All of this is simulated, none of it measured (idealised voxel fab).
Module name: voxel transistor to metal (process module)
FYI the section here is cut, 200 nm wide, cells are 5 nm squares.
Each cross-section below is a grid of square cells, stated as bands in top-down order, with one or more rows of cells making up each band.
This entry defines a band. It first specifies the height of the band's top and the height of its bottom in nm, and then specifies the band's materials from left to right, stating each material with its width in nm. The word "throughout" identifies a single material that fills the band from edge to edge, while the word "blank" identifies empty space.
Heights from 0 (as-received wafer is one material below). Bottom band endless downward, as "0..down".
A two-number width, for instance "30 to 40", indicates that the width is equal to the first number in the top row of the band and to the second number in the bottom row, and that it changes by a constant amount per row of cells.
"everything unchanged", as given for a step, is the statement that not any cell of the cross-section underwent a change during that step.
So "Closed void entries" is basically the list of trapped voids: any empty space of 8 cells or more that can't reach the top through an opening. They're written width x height at distance, the distance being from the left edge, and it's all nm.
Step line, after settings: the simulator's comment on this step.
The line of a step may include "overlay nm". On a step with a mask, this value is how far to the right of its planned place the mask lay. A negative value means the mask lay to the left.
**Listed below are the process steps as planned**
1,RECEIVE | material Si
2,OXIDIZE | depth nm 5
3,CONFORMAL_DEP | material SiN | thk nm 10
4,DIRECTIONAL_DEP | material aC | thk nm 10
5,PATTERN | tone cover | mask id ACTIVE | material resist | width nm 115 | thk nm 30 | overlay nm 0
6,DIRECTIONAL_ETCH | etch materials aC | depth nm 10
7,STRIP | etch materials resist
8,DIRECTIONAL_ETCH | etch materials SiN | depth nm 10
9,DIRECTIONAL_ETCH | etch materials SiO2 | depth nm 5
10,DIRECTIONAL_ETCH | etch materials Si | depth nm 20
11,STRIP | etch materials aC
12,OXIDIZE | depth nm 5
13,FILL_DEP | material SiO2 | thk nm 5
14,CMP | height nm 10
15,SELECTIVE_ETCH | etch materials SiO2 | depth nm 5
16,STRIP | etch materials SiN
17,SELECTIVE_ETCH | etch materials SiO2 | depth nm 5
18,OXIDIZE | depth nm 5
19,DIRECTIONAL_DEP | material polySi | thk nm 25
20,DIRECTIONAL_DEP | material SiCN | thk nm 15
21,PATTERN | tone cover | mask id GATE | material resist | width nm 35 | thk nm 15 | overlay nm 0
22,DIRECTIONAL_ETCH | etch materials SiCN | depth nm 25
23,DIRECTIONAL_ETCH | etch materials polySi | depth nm 35
24,STRIP | etch materials resist
25,CONFORMAL_DEP | material SiN | thk nm 5
26,DIRECTIONAL_ETCH | etch materials SiN | depth nm 5
27,DIRECTIONAL_ETCH | etch materials SiO2 | depth nm 5
28,DIRECTIONAL_ETCH | etch materials Si | depth nm 10
29,EPI | material pSi | thk nm 15
30,FILL_DEP | material SiO2 | thk nm 10
31,CMP | height nm 20
32,STRIP | etch materials polySi
33,SELECTIVE_ETCH | etch materials SiO2 | depth nm 5
34,CONFORMAL_DEP | material HfO2 | thk nm 5
35,CONFORMAL_DEP | material TiN | thk nm 5
36,FILL_DEP | material W | thk nm 10
37,CMP | height nm 15
38,DIRECTIONAL_DEP | material SiO2 | thk nm 10
39,MASKED_ETCH | tone open | mask id CONTACT | width nm 15 | pitch nm 80 | etch materials SiO2 | depth nm 30 | overlay nm 0
40,CONFORMAL_DEP | material TiN | thk nm 5
41,FILL_DEP | material Ru | thk nm 10
42,CMP | height nm 25
43,CONFORMAL_DEP | material SiN | thk nm 5
44,DIRECTIONAL_DEP | material SiO2 | thk nm 20
45,MASKED_ETCH | tone open | mask id METAL_1 | width nm 15 | pitch nm 80 | etch materials SiO2 | depth nm 20 | overlay nm 0
46,MASKED_ETCH | tone open | mask id METAL_1 | width nm 15 | pitch nm 80 | etch materials SiN | depth nm 5 | overlay nm 0
47,CONFORMAL_DEP | material TiN | thk nm 5
48,FILL_DEP | material Cu | thk nm 5
49,CMP | height nm 50
50,EPI | material Ru | thk nm 5
51,FILL_DEP | material SiCN | thk nm 5
**First wafer, two in total, run as planned**
**Cross-section, incoming material, after step 1**
    0..down: Si throughout
    Closed void entries: none
**Upon completion of step 2, the wafer appears in cross-section as shown**
    0..-5: SiO2 throughout
    Everything under -5 stays put, no change at all.
**Upon completion of step 3, the wafer appears in cross-section as shown**
    10..0: SiN throughout
    Everything under 0 stays put, no change at all.
**Upon completion of step 4, the wafer appears in cross-section as shown**
    20..10: aC throughout
    Everything under 10 stays put, no change at all.
**Upon completion of step 5, the wafer appears in cross-section as shown**
    50..20: blank (40), resist (115), blank (45)
    Everything under 20 stays put, no change at all.
**Upon completion of step 6, the wafer appears in cross-section as shown**
    40..20: blank (40), resist (115), blank (45)
    20..10: blank (40), aC (115), blank (45)
    Everything under 10 stays put, no change at all.
**Upon completion of step 7, the wafer appears in cross-section as shown**
    20..10: blank (40), aC (115), blank (45)
    Everything under 10 stays put, no change at all.
**Upon completion of step 8, the wafer appears in cross-section as shown**
    20..10: blank (40), aC (115), blank (45)
    10..0: blank (40), SiN (115), blank (45)
    Everything under 0 stays put, no change at all.
**Upon completion of step 9, the wafer appears in cross-section as shown**
    20..10: blank (40), aC (115), blank (45)
    10..0: blank (40), SiN (115), blank (45)
    0..-5: blank (40), SiO2 (115), blank (45)
    Everything under -5 stays put, no change at all.
**Upon completion of step 10, the wafer appears in cross-section as shown**
    20..10: blank (40), aC (115), blank (45)
    10..0: blank (40), SiN (115), blank (45)
    0..-5: blank (40), SiO2 (115), blank (45)
    -5..-25: blank (40), Si (115), blank (45)
    Everything under -25 stays put, no change at all.
**Upon completion of step 11, the wafer appears in cross-section as shown**
    10..0: blank (40), SiN (115), blank (45)
    Everything under 0 stays put, no change at all.
**Upon completion of step 12, the wafer appears in cross-section as shown**
    10..0: blank (40), SiN (115), blank (45)
    0..-5: blank (40), SiO2 (115), blank (45)
    -5..-25: blank (40), SiO2 (5), Si (105), SiO2 (5), blank (45)
    -25..-30: SiO2 (45), Si (105), SiO2 (50)
    Everything under -30 stays put, no change at all.
**Upon completion of step 13, the wafer appears in cross-section as shown**
    15..10: SiO2 throughout
    10..0: SiO2 (40), SiN (115), SiO2 (45)
    0..-5: SiO2 throughout
    -5..-30: SiO2 (45), Si (105), SiO2 (50)
    Everything under -30 stays put, no change at all.
**Upon completion of step 14, the wafer appears in cross-section as shown**
    10..0: SiO2 (40), SiN (115), SiO2 (45)
    Everything under 0 stays put, no change at all.
**Upon completion of step 15, the wafer appears in cross-section as shown**
    10..5: blank (40), SiN (115), blank (45)
    Everything under 5 stays put, no change at all.
**Upon completion of step 16, the wafer appears in cross-section as shown**
    5..0: SiO2 (40), blank (115), SiO2 (45)
    Everything under 0 stays put, no change at all.
**Upon completion of step 17, the wafer appears in cross-section as shown**
    0..-5: SiO2 (35), blank (125), SiO2 (40)
    Everything under -5 stays put, no change at all.
**Upon completion of step 18, the wafer appears in cross-section as shown**
    0..-5: SiO2 (35), blank (125), SiO2 (40)
    -5..-10: SiO2 throughout
    Everything under -10 stays put, no change at all.
**Upon completion of step 19, the wafer appears in cross-section as shown**
    25..20: polySi (35), blank (125), polySi (40)
    20..0: polySi throughout
    0..-5: SiO2 (35), polySi (125), SiO2 (40)
    Everything under -5 stays put, no change at all.
**Upon completion of step 20, the wafer appears in cross-section as shown**
    40..35: SiCN (35), blank (125), SiCN (40)
    35..25: SiCN throughout
    25..20: polySi (35), SiCN (125), polySi (40)
    Everything under 20 stays put, no change at all.
**Upon completion of step 21, the wafer appears in cross-section as shown**
    55..40: blank (80), resist (35), blank (85)
    40..35: SiCN (35), blank (45), resist (35), blank (45), SiCN (40)
    Everything under 35 stays put, no change at all.
**Upon completion of step 22, the wafer appears in cross-section as shown**
    55..35: blank (80), resist (35), blank (85)
    35..25: blank (80), SiCN (35), blank (85)
    25..20: polySi (35), blank (45), SiCN (35), blank (45), polySi (40)
    Everything under 20 stays put, no change at all.
**Upon completion of step 23, the wafer appears in cross-section as shown**
    55..35: blank (80), resist (35), blank (85)
    35..20: blank (80), SiCN (35), blank (85)
    20..0: blank (80), polySi (35), blank (85)
    0..-5: SiO2 (35), blank (45), polySi (35), blank (45), SiO2 (40)
    Everything under -5 stays put, no change at all.
**Upon completion of step 24, the wafer appears in cross-section as shown**
    35..20: blank (80), SiCN (35), blank (85)
    Everything under 20 stays put, no change at all.
**Upon completion of step 25, the wafer appears in cross-section as shown**
    40..35: blank (75), SiN (45), blank (80)
    35..20: blank (75), SiN (5), SiCN (35), SiN (5), blank (80)
    20..5: blank (75), SiN (5), polySi (35), SiN (5), blank (80)
    5..0: SiN (40), blank (35), SiN (5), polySi (35), SiN (5), blank (35), SiN (45)
    0..-5: SiO2 (35), SiN (45), polySi (35), SiN (45), SiO2 (40)
    Everything under -5 stays put, no change at all.
**Upon completion of step 26, the wafer appears in cross-section as shown**
    35..20: blank (75), SiN (5), SiCN (35), SiN (5), blank (80)
    20..0: blank (75), SiN (5), polySi (35), SiN (5), blank (80)
    0..-5: SiO2 (35), SiN (5), blank (35), SiN (5), polySi (35), SiN (5), blank (35), SiN (5), SiO2 (40)
    Everything under -5 stays put, no change at all.
**Upon completion of step 27, the wafer appears in cross-section as shown**
    35..20: blank (75), SiN (5), SiCN (35), SiN (5), blank (80)
    20..0: blank (75), SiN (5), polySi (35), SiN (5), blank (80)
    0..-5: blank (35), SiN (5), blank (35), SiN (5), polySi (35), SiN (5), blank (35), SiN (5), blank (40)
    -5..-10: SiO2 (40), blank (35), SiO2 (45), blank (35), SiO2 (45)
    Everything under -10 stays put, no change at all.
**Upon completion of step 28, the wafer appears in cross-section as shown**
    35..20: blank (75), SiN (5), SiCN (35), SiN (5), blank (80)
    20..0: blank (75), SiN (5), polySi (35), SiN (5), blank (80)
    0..-5: blank (35), SiN (5), blank (35), SiN (5), polySi (35), SiN (5), blank (35), SiN (5), blank (40)
    -5..-10: SiO2 (40), blank (35), SiO2 (45), blank (35), SiO2 (45)
    -10..-20: SiO2 (45), blank (30), Si (45), blank (30), SiO2 (50)
    Everything under -20 stays put, no change at all.
**Upon completion of step 29, the wafer appears in cross-section as shown**
    35..20: blank (75), SiN (5), SiCN (35), SiN (5), blank (80)
    20..5: blank (75), SiN (5), polySi (35), SiN (5), blank (80)
    5..0: blank (60), pSi (15), SiN (5), polySi (35), SiN (5), pSi (15), blank (65)
    0..-5: blank (35), SiN (5), blank (20), pSi (15), SiN (5), polySi (35), SiN (5), pSi (15), blank (20), SiN (5), blank (40)
    -5..-10: SiO2 (40), pSi (35), SiO2 (45), pSi (35), SiO2 (45)
    -10..-20: SiO2 (45), pSi (30), Si (45), pSi (30), SiO2 (50)
    Everything under -20 stays put, no change at all.
**Upon completion of step 30, the wafer appears in cross-section as shown**
    45..35: SiO2 throughout
    35..20: SiO2 (75), SiN (5), SiCN (35), SiN (5), SiO2 (80)
    20..5: SiO2 (75), SiN (5), polySi (35), SiN (5), SiO2 (80)
    5..0: SiO2 (60), pSi (15), SiN (5), polySi (35), SiN (5), pSi (15), SiO2 (65)
    0..-5: SiO2 (35), SiN (5), SiO2 (20), pSi (15), SiN (5), polySi (35), SiN (5), pSi (15), SiO2 (20), SiN (5), SiO2 (40)
    Everything under -5 stays put, no change at all.
**Upon completion of step 31, the wafer appears in cross-section as shown**
    20..5: SiO2 (75), SiN (5), polySi (35), SiN (5), SiO2 (80)
    Everything under 5 stays put, no change at all.
**Upon completion of step 32, the wafer appears in cross-section as shown**
    20..5: SiO2 (75), SiN (5), blank (35), SiN (5), SiO2 (80)
    5..0: SiO2 (60), pSi (15), SiN (5), blank (35), SiN (5), pSi (15), SiO2 (65)
    0..-5: SiO2 (35), SiN (5), SiO2 (20), pSi (15), SiN (5), blank (35), SiN (5), pSi (15), SiO2 (20), SiN (5), SiO2 (40)
    Everything under -5 stays put, no change at all.
**Upon completion of step 33, the wafer appears in cross-section as shown**
    20..15: blank (75), SiN (5), blank (35), SiN (5), blank (80)
    15..5: SiO2 (75), SiN (5), blank (35), SiN (5), SiO2 (80)
    5..0: SiO2 (60), pSi (15), SiN (5), blank (35), SiN (5), pSi (15), SiO2 (65)
    0..-5: SiO2 (35), SiN (5), SiO2 (20), pSi (15), SiN (5), blank (35), SiN (5), pSi (15), SiO2 (20), SiN (5), SiO2 (40)
    -5..-10: SiO2 (40), pSi (35), blank (45), pSi (35), SiO2 (45)
    Everything under -10 stays put, no change at all.
**Upon completion of step 34, the wafer appears in cross-section as shown**
    25..20: blank (70), HfO2 (15), blank (25), HfO2 (15), blank (75)
    20..15: HfO2 (75), SiN (5), HfO2 (5), blank (25), HfO2 (5), SiN (5), HfO2 (80)
    15..5: SiO2 (75), SiN (5), HfO2 (5), blank (25), HfO2 (5), SiN (5), SiO2 (80)
    5..0: SiO2 (60), pSi (15), SiN (5), HfO2 (5), blank (25), HfO2 (5), SiN (5), pSi (15), SiO2 (65)
    0..-5: SiO2 (35), SiN (5), SiO2 (20), pSi (15), SiN (5), HfO2 (5), blank (25), HfO2 (5), SiN (5), pSi (15), SiO2 (20), SiN (5), SiO2 (40)
    -5..-10: SiO2 (40), pSi (35), HfO2 (45), pSi (35), SiO2 (45)
    Everything under -10 stays put, no change at all.
**Upon completion of step 35, the wafer appears in cross-section as shown**
    30..25: blank (65), TiN (25), blank (15), TiN (25), blank (70)
    25..20: TiN (70), HfO2 (15), TiN (5), blank (15), TiN (5), HfO2 (15), TiN (75)
    20..15: HfO2 (75), SiN (5), HfO2 (5), TiN (5), blank (15), TiN (5), HfO2 (5), SiN (5), HfO2 (80)
    15..5: SiO2 (75), SiN (5), HfO2 (5), TiN (5), blank (15), TiN (5), HfO2 (5), SiN (5), SiO2 (80)
    5..0: SiO2 (60), pSi (15), SiN (5), HfO2 (5), TiN (5), blank (15), TiN (5), HfO2 (5), SiN (5), pSi (15), SiO2 (65)
    0..-5: SiO2 (35), SiN (5), SiO2 (20), pSi (15), SiN (5), HfO2 (5), TiN (25), HfO2 (5), SiN (5), pSi (15), SiO2 (20), SiN (5), SiO2 (40)
    Everything under -5 stays put, no change at all.
**Upon completion of step 36, the wafer appears in cross-section as shown**
    40..30: W throughout
    30..25: W (65), TiN (25), W (15), TiN (25), W (70)
    25..20: TiN (70), HfO2 (15), TiN (5), W (15), TiN (5), HfO2 (15), TiN (75)
    20..15: HfO2 (75), SiN (5), HfO2 (5), TiN (5), W (15), TiN (5), HfO2 (5), SiN (5), HfO2 (80)
    15..5: SiO2 (75), SiN (5), HfO2 (5), TiN (5), W (15), TiN (5), HfO2 (5), SiN (5), SiO2 (80)
    5..0: SiO2 (60), pSi (15), SiN (5), HfO2 (5), TiN (5), W (15), TiN (5), HfO2 (5), SiN (5), pSi (15), SiO2 (65)
    Everything under 0 stays put, no change at all.
**Upon completion of step 37, the wafer appears in cross-section as shown**
    15..5: SiO2 (75), SiN (5), HfO2 (5), TiN (5), W (15), TiN (5), HfO2 (5), SiN (5), SiO2 (80)
    Everything under 5 stays put, no change at all.
**Upon completion of step 38, the wafer appears in cross-section as shown**
    25..15: SiO2 throughout
    Everything under 15 stays put, no change at all.
**Upon completion of step 39, the wafer appears in cross-section as shown**
    25..15: SiO2 (50), blank (15), SiO2 (65), blank (15), SiO2 (55)
    15..5: SiO2 (50), blank (15), SiO2 (10), SiN (5), HfO2 (5), TiN (5), W (15), TiN (5), HfO2 (5), SiN (5), SiO2 (10), blank (15), SiO2 (55)
    5..0: SiO2 (50), blank (10), pSi (15), SiN (5), HfO2 (5), TiN (5), W (15), TiN (5), HfO2 (5), SiN (5), pSi (15), blank (10), SiO2 (55)
    0..-5: SiO2 (35), SiN (5), SiO2 (10), blank (10), pSi (15), SiN (5), HfO2 (5), TiN (25), HfO2 (5), SiN (5), pSi (15), blank (10), SiO2 (10), SiN (5), SiO2 (40)
    Everything under -5 stays put, no change at all.
**Upon completion of step 40, the wafer appears in cross-section as shown**
    30..25: TiN (55), blank (5), TiN (75), blank (5), TiN (60)
    25..15: SiO2 (50), TiN (5), blank (5), TiN (5), SiO2 (65), TiN (5), blank (5), TiN (5), SiO2 (55)
    15..10: SiO2 (50), TiN (5), blank (5), TiN (5), SiO2 (10), SiN (5), HfO2 (5), TiN (5), W (15), TiN (5), HfO2 (5), SiN (5), SiO2 (10), TiN (5), blank (5), TiN (5), SiO2 (55)
    10..5: SiO2 (50), TiN (15), SiO2 (10), SiN (5), HfO2 (5), TiN (5), W (15), TiN (5), HfO2 (5), SiN (5), SiO2 (10), TiN (15), SiO2 (55)
    5..0: SiO2 (50), TiN (10), pSi (15), SiN (5), HfO2 (5), TiN (5), W (15), TiN (5), HfO2 (5), SiN (5), pSi (15), TiN (10), SiO2 (55)
    0..-5: SiO2 (35), SiN (5), SiO2 (10), TiN (10), pSi (15), SiN (5), HfO2 (5), TiN (25), HfO2 (5), SiN (5), pSi (15), TiN (10), SiO2 (10), SiN (5), SiO2 (40)
    Everything under -5 stays put, no change at all.
**Upon completion of step 41, the wafer appears in cross-section as shown**
    40..30: Ru throughout
    30..25: TiN (55), Ru (5), TiN (75), Ru (5), TiN (60)
    25..15: SiO2 (50), TiN (5), Ru (5), TiN (5), SiO2 (65), TiN (5), Ru (5), TiN (5), SiO2 (55)
    15..10: SiO2 (50), TiN (5), Ru (5), TiN (5), SiO2 (10), SiN (5), HfO2 (5), TiN (5), W (15), TiN (5), HfO2 (5), SiN (5), SiO2 (10), TiN (5), Ru (5), TiN (5), SiO2 (55)
    Everything under 10 stays put, no change at all.
**Upon completion of step 42, the wafer appears in cross-section as shown**
    25..15: SiO2 (50), TiN (5), Ru (5), TiN (5), SiO2 (65), TiN (5), Ru (5), TiN (5), SiO2 (55)
    Everything under 15 stays put, no change at all.
**Upon completion of step 43, the wafer appears in cross-section as shown**
    30..25: SiN throughout
    Everything under 25 stays put, no change at all.
**Upon completion of step 44, the wafer appears in cross-section as shown**
    50..30: SiO2 throughout
    Everything under 30 stays put, no change at all.
**Upon completion of step 45, the wafer appears in cross-section as shown**
    50..30: SiO2 (50), blank (15), SiO2 (65), blank (15), SiO2 (55)
    Everything under 30 stays put, no change at all.
**Upon completion of step 46, the wafer appears in cross-section as shown**
    50..30: SiO2 (50), blank (15), SiO2 (65), blank (15), SiO2 (55)
    30..25: SiN (50), blank (15), SiN (65), blank (15), SiN (55)
    Everything under 25 stays put, no change at all.
**Upon completion of step 47, the wafer appears in cross-section as shown**
    55..50: TiN (55), blank (5), TiN (75), blank (5), TiN (60)
    50..30: SiO2 (50), TiN (5), blank (5), TiN (5), SiO2 (65), TiN (5), blank (5), TiN (5), SiO2 (55)
    30..25: SiN (50), TiN (15), SiN (65), TiN (15), SiN (55)
    Everything under 25 stays put, no change at all.
**Upon completion of step 48, the wafer appears in cross-section as shown**
    60..55: Cu throughout
    55..50: TiN (55), Cu (5), TiN (75), Cu (5), TiN (60)
    50..30: SiO2 (50), TiN (5), Cu (5), TiN (5), SiO2 (65), TiN (5), Cu (5), TiN (5), SiO2 (55)
    Everything under 30 stays put, no change at all.
**Upon completion of step 49, the wafer appears in cross-section as shown**
    50..30: SiO2 (50), TiN (5), Cu (5), TiN (5), SiO2 (65), TiN (5), Cu (5), TiN (5), SiO2 (55)
    Everything under 30 stays put, no change at all.
**Upon completion of step 50, the wafer appears in cross-section as shown**
    55..50: blank (45), Ru (25), blank (55), Ru (25), blank (50)
    Everything under 50 stays put, no change at all.
**Upon completion of step 51, the wafer appears in cross-section as shown**
    60..55: SiCN throughout
    55..50: SiCN (45), Ru (25), SiCN (55), Ru (25), SiCN (50)
    Everything under 50 stays put, no change at all.
**second wafer: like start, like plan, one mistake. Through step 28 it matches the first wafer**
**Second wafer: cross-section at the scheduled end of step 29**
    35..20: blank (75), SiN (5), SiCN (35), SiN (5), blank (80)
    20..10: blank (45), pSi (30), SiN (5), polySi (35), SiN (5), pSi (30), blank (50)
    10..0: blank (30), pSi (45), SiN (5), polySi (35), SiN (5), pSi (45), blank (35)
    0..-5: blank (30), pSi (5), SiN (5), pSi (35), SiN (5), polySi (35), SiN (5), pSi (35), SiN (5), pSi (5), blank (35)
    -5..-10: SiO2 (40), pSi (35), SiO2 (45), pSi (35), SiO2 (45)
    -10..-20: SiO2 (45), pSi (30), Si (45), pSi (30), SiO2 (50)
    Everything under -20 stays put, no change at all.
**Second wafer: cross-section at the scheduled end of step 30**
    45..35: SiO2 throughout
    35..20: SiO2 (75), SiN (5), SiCN (35), SiN (5), SiO2 (80)
    20..10: SiO2 (45), pSi (30), SiN (5), polySi (35), SiN (5), pSi (30), SiO2 (50)
    10..0: SiO2 (30), pSi (45), SiN (5), polySi (35), SiN (5), pSi (45), SiO2 (35)
    0..-5: SiO2 (30), pSi (5), SiN (5), pSi (35), SiN (5), polySi (35), SiN (5), pSi (35), SiN (5), pSi (5), SiO2 (35)
    Everything under -5 stays put, no change at all.
**Second wafer: cross-section at the scheduled end of step 31**
    20..10: SiO2 (45), pSi (30), SiN (5), polySi (35), SiN (5), pSi (30), SiO2 (50)
    Everything under 10 stays put, no change at all.
**Second wafer: cross-section at the scheduled end of step 32**
    20..10: SiO2 (45), pSi (30), SiN (5), blank (35), SiN (5), pSi (30), SiO2 (50)
    10..0: SiO2 (30), pSi (45), SiN (5), blank (35), SiN (5), pSi (45), SiO2 (35)
    0..-5: SiO2 (30), pSi (5), SiN (5), pSi (35), SiN (5), blank (35), SiN (5), pSi (35), SiN (5), pSi (5), SiO2 (35)
    Everything under -5 stays put, no change at all.
**Second wafer: cross-section at the scheduled end of step 33**
    20..15: blank (45), pSi (30), SiN (5), blank (35), SiN (5), pSi (30), blank (50)
    15..10: SiO2 (45), pSi (30), SiN (5), blank (35), SiN (5), pSi (30), SiO2 (50)
    10..0: SiO2 (30), pSi (45), SiN (5), blank (35), SiN (5), pSi (45), SiO2 (35)
    0..-5: SiO2 (30), pSi (5), SiN (5), pSi (35), SiN (5), blank (35), SiN (5), pSi (35), SiN (5), pSi (5), SiO2 (35)
    -5..-10: SiO2 (40), pSi (35), blank (45), pSi (35), SiO2 (45)
    Everything under -10 stays put, no change at all.
**Second wafer: cross-section at the scheduled end of step 34**
    25..20: blank (40), HfO2 (45), blank (25), HfO2 (45), blank (45)
    20..15: HfO2 (45), pSi (30), SiN (5), HfO2 (5), blank (25), HfO2 (5), SiN (5), pSi (30), HfO2 (50)
    15..10: SiO2 (45), pSi (30), SiN (5), HfO2 (5), blank (25), HfO2 (5), SiN (5), pSi (30), SiO2 (50)
    10..0: SiO2 (30), pSi (45), SiN (5), HfO2 (5), blank (25), HfO2 (5), SiN (5), pSi (45), SiO2 (35)
    0..-5: SiO2 (30), pSi (5), SiN (5), pSi (35), SiN (5), HfO2 (5), blank (25), HfO2 (5), SiN (5), pSi (35), SiN (5), pSi (5), SiO2 (35)
    -5..-10: SiO2 (40), pSi (35), HfO2 (45), pSi (35), SiO2 (45)
    Everything under -10 stays put, no change at all.
**Second wafer: cross-section at the scheduled end of step 35**
    30..25: blank (35), TiN (55), blank (15), TiN (55), blank (40)
    25..20: TiN (40), HfO2 (45), TiN (5), blank (15), TiN (5), HfO2 (45), TiN (45)
    20..15: HfO2 (45), pSi (30), SiN (5), HfO2 (5), TiN (5), blank (15), TiN (5), HfO2 (5), SiN (5), pSi (30), HfO2 (50)
    15..10: SiO2 (45), pSi (30), SiN (5), HfO2 (5), TiN (5), blank (15), TiN (5), HfO2 (5), SiN (5), pSi (30), SiO2 (50)
    10..0: SiO2 (30), pSi (45), SiN (5), HfO2 (5), TiN (5), blank (15), TiN (5), HfO2 (5), SiN (5), pSi (45), SiO2 (35)
    0..-5: SiO2 (30), pSi (5), SiN (5), pSi (35), SiN (5), HfO2 (5), TiN (25), HfO2 (5), SiN (5), pSi (35), SiN (5), pSi (5), SiO2 (35)
    Everything under -5 stays put, no change at all.
**Second wafer: cross-section at the scheduled end of step 36**
    40..30: W throughout
    30..25: W (35), TiN (55), W (15), TiN (55), W (40)
    25..20: TiN (40), HfO2 (45), TiN (5), W (15), TiN (5), HfO2 (45), TiN (45)
    20..15: HfO2 (45), pSi (30), SiN (5), HfO2 (5), TiN (5), W (15), TiN (5), HfO2 (5), SiN (5), pSi (30), HfO2 (50)
    15..10: SiO2 (45), pSi (30), SiN (5), HfO2 (5), TiN (5), W (15), TiN (5), HfO2 (5), SiN (5), pSi (30), SiO2 (50)
    10..0: SiO2 (30), pSi (45), SiN (5), HfO2 (5), TiN (5), W (15), TiN (5), HfO2 (5), SiN (5), pSi (45), SiO2 (35)
    Everything under 0 stays put, no change at all.
**Second wafer: cross-section at the scheduled end of step 37**
    15..10: SiO2 (45), pSi (30), SiN (5), HfO2 (5), TiN (5), W (15), TiN (5), HfO2 (5), SiN (5), pSi (30), SiO2 (50)
    Everything under 10 stays put, no change at all.
**Second wafer: cross-section at the scheduled end of step 38**
    25..15: SiO2 throughout
    Everything under 15 stays put, no change at all.
**Second wafer: cross-section at the scheduled end of step 39**
    25..15: SiO2 (50), blank (15), SiO2 (65), blank (15), SiO2 (55)
    Everything under 15 stays put, no change at all.
**Second wafer: cross-section at the scheduled end of step 40**
    30..25: TiN (55), blank (5), TiN (75), blank (5), TiN (60)
    25..20: SiO2 (50), TiN (5), blank (5), TiN (5), SiO2 (65), TiN (5), blank (5), TiN (5), SiO2 (55)
    20..15: SiO2 (50), TiN (15), SiO2 (65), TiN (15), SiO2 (55)
    Everything under 15 stays put, no change at all.
**Second wafer: cross-section at the scheduled end of step 41**
    40..30: Ru throughout
    30..25: TiN (55), Ru (5), TiN (75), Ru (5), TiN (60)
    25..20: SiO2 (50), TiN (5), Ru (5), TiN (5), SiO2 (65), TiN (5), Ru (5), TiN (5), SiO2 (55)
    Everything under 20 stays put, no change at all.
**Second wafer: cross-section at the scheduled end of step 42**
    25..20: SiO2 (50), TiN (5), Ru (5), TiN (5), SiO2 (65), TiN (5), Ru (5), TiN (5), SiO2 (55)
    Everything under 20 stays put, no change at all.
**Second wafer: cross-section at the scheduled end of step 43**
    30..25: SiN throughout
    Everything under 25 stays put, no change at all.
**Second wafer: cross-section at the scheduled end of step 44**
    50..30: SiO2 throughout
    Everything under 30 stays put, no change at all.
**Second wafer: cross-section at the scheduled end of step 45**
    50..30: SiO2 (50), blank (15), SiO2 (65), blank (15), SiO2 (55)
    Everything under 30 stays put, no change at all.
**Second wafer: cross-section at the scheduled end of step 46**
    50..30: SiO2 (50), blank (15), SiO2 (65), blank (15), SiO2 (55)
    30..25: SiN (50), blank (15), SiN (65), blank (15), SiN (55)
    Everything under 25 stays put, no change at all.
**Second wafer: cross-section at the scheduled end of step 47**
    55..50: TiN (55), blank (5), TiN (75), blank (5), TiN (60)
    50..30: SiO2 (50), TiN (5), blank (5), TiN (5), SiO2 (65), TiN (5), blank (5), TiN (5), SiO2 (55)
    30..25: SiN (50), TiN (15), SiN (65), TiN (15), SiN (55)
    Everything under 25 stays put, no change at all.
**Second wafer: cross-section at the scheduled end of step 48**
    60..55: Cu throughout
    55..50: TiN (55), Cu (5), TiN (75), Cu (5), TiN (60)
    50..30: SiO2 (50), TiN (5), Cu (5), TiN (5), SiO2 (65), TiN (5), Cu (5), TiN (5), SiO2 (55)
    Everything under 30 stays put, no change at all.
**Second wafer: cross-section at the scheduled end of step 49**
    50..30: SiO2 (50), TiN (5), Cu (5), TiN (5), SiO2 (65), TiN (5), Cu (5), TiN (5), SiO2 (55)
    Everything under 30 stays put, no change at all.
**Second wafer: cross-section at the scheduled end of step 50**
    55..50: blank (45), Ru (25), blank (55), Ru (25), blank (50)
    Everything under 50 stays put, no change at all.
**Second wafer: cross-section at the scheduled end of step 51**
    60..55: SiCN throughout
    55..50: SiCN (45), Ru (25), SiCN (55), Ru (25), SiCN (50)
    Everything under 50 stays put, no change at all.
Deviation from plan: twice over, step 29 of the plan was run
Once processing is complete, comparing cell counts shows that the second wafer has more or fewer of certain materials than the first: -4 Ru, -32 SiO2, -16 TiN, +52 pSi
